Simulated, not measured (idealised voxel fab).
process module | voxel wiring stack
cross-section cut | 280 nm wide | cells 5 nm
A cross-section is a grid of square cells, given in bands from the top down. A band is one or more rows of cells.
Each band's line starts with the height of the band's top and of its bottom, in nm. Then come its materials from left to right, each with its width in nm. One material with "throughout" fills the band from edge to edge. "air" is empty space.
Height 0 is the level under which the wafer as received is all one material. The lowest band goes on downwards, as in "0 down".
A width such as "30 to 40" changes by the same amount from each row of cells to the next, from the band's top row to its bottom row.
"no change" after a step means that no cell of the cross-section changed.
closed voids: empty space of 8 cells or more with no open way to the top, each as width x height at its distance from the left edge, in nm
after a step's settings: what the simulator itself notes on the step
overlay nm, on a step with a mask: how far to the right of its planned place the mask lay; to the left if negative
plan
1 op RECEIVE | material Si
2 op CONFORMAL_DEP | material SiO2 | thk nm 10
3 op CONFORMAL_DEP | material SiCN | thk nm 5
4 op DIRECTIONAL_DEP | material lowk | thk nm 25
5 op DIRECTIONAL_DEP | material aC | thk nm 10
6 op PATTERN | tone open | mask id METAL_1 | material resist | width nm 30 | pitch nm 45 | thk nm 30 | overlay nm 0
7 op DIRECTIONAL_ETCH | etch materials aC | depth nm 10
8 op STRIP | etch materials resist
9 op DIRECTIONAL_ETCH | etch materials lowk | depth nm 25
10 op DIRECTIONAL_ETCH | etch materials SiCN | depth nm 5
11 op STRIP | etch materials aC
12 op CONFORMAL_DEP | material TiN | thk nm 5
13 op FILL_DEP | material W | thk nm 5
14 op CMP | height nm 40
15 op CONFORMAL_DEP | material SiCN | thk nm 5
16 op DIRECTIONAL_DEP | material SiO2 | thk nm 25
17 op DIRECTIONAL_DEP | material aC | thk nm 15
18 op PATTERN | tone open | mask id METAL_2_HOLES | material resist | width nm 15 | thk nm 30 | overlay nm 0
19 op DIRECTIONAL_ETCH | etch materials aC | depth nm 15
20 op STRIP | etch materials resist
21 op DIRECTIONAL_ETCH | etch materials SiO2 | depth nm 25
22 op STRIP | etch materials aC
23 op PATTERN | tone open | mask id METAL_2 | material resist | width nm 30 | pitch nm 45 | thk nm 20 | overlay nm 0
24 op DIRECTIONAL_ETCH | etch materials SiO2 | depth nm 15
25 op DIRECTIONAL_ETCH | etch materials SiCN | depth nm 5
26 op STRIP | etch materials resist
27 op CONFORMAL_DEP | material TiN | thk nm 5
28 op FILL_DEP | material Cu | thk nm 10
29 op CMP | height nm 70
30 op CONFORMAL_DEP | material SiCN | thk nm 5
31 op DIRECTIONAL_DEP | material SiO2 | thk nm 15
32 op MASKED_ETCH | tone open | mask id PLUG_2 | width nm 15 | pitch nm 45 | etch materials SiO2 | depth nm 15 | overlay nm 0
33 op MASKED_ETCH | tone open | mask id PLUG_2 | width nm 15 | pitch nm 45 | etch materials SiCN | depth nm 5 | overlay nm 0
34 op EPI | material Ru | thk nm 10
35 op EPI | material Ru | thk nm 10
36 op DIRECTIONAL_DEP | material TiN | thk nm 5
37 op DIRECTIONAL_DEP | material W | thk nm 20
38 op PATTERN | tone cover | mask id METAL_3 | material resist | width nm 30 | pitch nm 45 | thk nm 15 | overlay nm 0
39 op DIRECTIONAL_ETCH | etch materials W | depth nm 20
40 op DIRECTIONAL_ETCH | etch materials TiN | depth nm 5
41 op STRIP | etch materials resist
42 op CONFORMAL_DEP | material SiCN | thk nm 5
43 op FILL_DEP | material SiO2 | thk nm 5
44 op CMP | height nm 115
45 op CONFORMAL_DEP | material SiCN | thk nm 5
46 op DIRECTIONAL_DEP | material SiO2 | thk nm 10
47 op DIRECTIONAL_DEP | material aC | thk nm 15
48 op PATTERN | tone open | mask id PLUG_3 | material resist | width nm 15 | thk nm 35 | overlay nm 0
49 op DIRECTIONAL_ETCH | etch materials aC | depth nm 15
50 op STRIP | etch materials resist
51 op DIRECTIONAL_ETCH | etch materials SiO2 | depth nm 10
52 op DIRECTIONAL_ETCH | etch materials SiCN | depth nm 5
53 op STRIP | etch materials aC
54 op CONFORMAL_DEP | material TiN | thk nm 5
55 op FILL_DEP | material Ru | thk nm 10
56 op CMP | height nm 130
57 op CONFORMAL_DEP | material SiN | thk nm 5
58 op DIRECTIONAL_DEP | material SiO2 | thk nm 25
59 op DIRECTIONAL_DEP | material aC | thk nm 10
60 op PATTERN | tone open | mask id METAL_4 | material resist | width nm 30 | pitch nm 45 | thk nm 25 | overlay nm 0
61 op DIRECTIONAL_ETCH | etch materials aC | depth nm 10
62 op STRIP | etch materials resist
63 op DIRECTIONAL_ETCH | etch materials SiO2 | depth nm 25
64 op DIRECTIONAL_ETCH | etch materials SiN | depth nm 5
65 op STRIP | etch materials aC
66 op CONFORMAL_DEP | material TiN | thk nm 5
67 op FILL_DEP | material Cu | thk nm 5
68 op CMP | height nm 160
69 op CONFORMAL_DEP | material SiN | thk nm 5
as received, after step 1
  0 down: Si throughout
  closed voids: none
a wafer at the end: this start, this plan, one mistake
  165 to 160: SiN throughout
  160 to 135: Cu 95 | TiN 5 | SiO2 30 | TiN 5 | Cu 5 | TiN 5 | SiO2 30 | TiN 5 | Cu 100
  135 to 130: TiN 100 | SiN 30 | TiN 15 | SiN 30 | TiN 105
  130 to 120: SiO2 100 | TiN 5 | Ru 5 | TiN 5 | SiO2 165
  120 to 115: SiCN 100 | TiN 15 | SiCN 165
  115 to 95: SiO2 95 | SiCN 5 | W 30 | SiCN 5 | SiO2 5 | SiCN 5 | W 30 | SiCN 5 | SiO2 100
  95 to 90: SiCN 100 | TiN 30 | SiCN 15 | TiN 30 | SiCN 105
  90 to 75: SiO2 100 | Ru 15 | SiO2 30 | Ru 15 | SiO2 120
  75 to 70: SiCN 100 | Ru 15 | SiCN 30 | Ru 15 | SiCN 120
  70 to 60: SiO2 100 | TiN 5 | Cu 20 | TiN 5 | SiO2 15 | TiN 5 | Cu 20 | TiN 5 | SiO2 105
  60 to 55: SiO2 100 | TiN 5 | Cu 5 | TiN 20 | SiO2 15 | TiN 30 | SiO2 105
  55 to 45: SiO2 100 | TiN 5 | Cu 5 | TiN 5 | SiO2 165
  45 to 40: SiCN 100 | TiN 15 | SiCN 165
  40 to 15: lowk 100 | TiN 5 | W 20 | TiN 5 | lowk 15 | TiN 5 | W 20 | TiN 5 | lowk 105
  15 to 10: SiCN 100 | TiN 30 | SiCN 15 | TiN 30 | SiCN 105
  10 to 0: SiO2 throughout
  0 down: Si throughout
  closed voids: none
what went wrong: step 60 ran as: op PATTERN | tone cover | mask id METAL_4 | material resist | width nm 30 | pitch nm 45 | thk nm 25 | overlay nm 0
